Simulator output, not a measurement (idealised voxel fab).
Proc. module: voxel ribs on slabs
Cross-section cut: width 195 nm, square cells of 5 nm.
Cross-section layout: square cells on a grid; listed as bands, top to bottom; a band spans one or more cell rows.
Each band's line starts with the height of the band's top and of its bottom, in nm. Then come its materials from left to right, each with its width in nm. One material with "everywhere" fills the band from edge to edge. "air" is empty space.
Height reference: 0 = level under which incoming wafer is all one material. Lowest band: no bottom, runs on downward, e.g. "0 and below".
The notation "30 to 40" denotes a width that varies across the rows of cells in the band, beginning at the first number in the top row, finishing at the second number in the bottom row, and changing by an identical amount from each row to the next.
What does "nothing was modified" mean for a step? It means no cell of the cross-section changed in that step.
Entry "Entrapped voids". Content: empty spaces with no open connection to the top, size 8 cells or greater. Each: width x height at distance. Distance: from left edge. Unit: nm.
What comes after the settings on a step's line is commentary from the simulator itself on that step.
When a step includes a mask, the "overlay nm" setting on its line states how far to the right of its planned place that mask lay, and negative values state how far to the left.
The following list gives the planned process steps
1) RECEIVE, material Si
2) DIRECTIONAL_DEP, material SiO2, thk nm 20
3) DIRECTIONAL_DEP, material polySi, thk nm 25
4) PATTERN, tone cover, mask id RIB, material resist, width nm 20, thk nm 15, overlay nm 0
5) DIRECTIONAL_ETCH, etch materials polySi, depth nm 15
6) STRIP, etch materials resist
7) DIRECTIONAL_DEP, material aC, thk nm 10
8) PATTERN, tone cover, mask id SLAB, material resist, width nm 80, thk nm 25, overlay nm 0
9) DIRECTIONAL_ETCH, etch materials aC, depth nm 10
10) STRIP, etch materials resist
11) DIRECTIONAL_ETCH, etch materials polySi, depth nm 10
12) STRIP, etch materials aC
13) FILL_DEP, material SiO2, thk nm 20
14) CMP, height nm 60
15) DIRECTIONAL_DEP, material TiN, thk nm 5
16) PATTERN, tone cover, mask id HEATER, material resist, width nm 30, thk nm 15, overlay nm 0
17) DIRECTIONAL_ETCH, etch materials TiN, depth nm 5
18) STRIP, etch materials resist
19) CONFORMAL_DEP, material SiO2, thk nm 10
This is the cross-section of the wafer as we received it, i.e. after step 1
    0 and below = Si everywhere
    Entrapped voids: none
Starting structure and process plan are as shown above, but one mistake was made in running the module; the wafer cross-section at the end of the module follows
    75 down to 70 = SiO2=90; air=10; SiO2=95
    70 down to 65 = SiO2 everywhere
    65 down to 60 = TiN=80; SiO2=30; TiN=85
    60 down to 45 = SiO2 everywhere
    45 down to 30 = SiO2=85; polySi=20; SiO2=90
    30 down to 20 = SiO2=55; polySi=80; SiO2=60
    20 down to 0 = SiO2 everywhere
    0 and below = Si everywhere
    Entrapped voids: none
Diagnosis: step 16 was not run as planned; what actually ran was PATTERN, tone open, mask id HEATER, material resist, width nm 30, thk nm 15, overlay nm 0
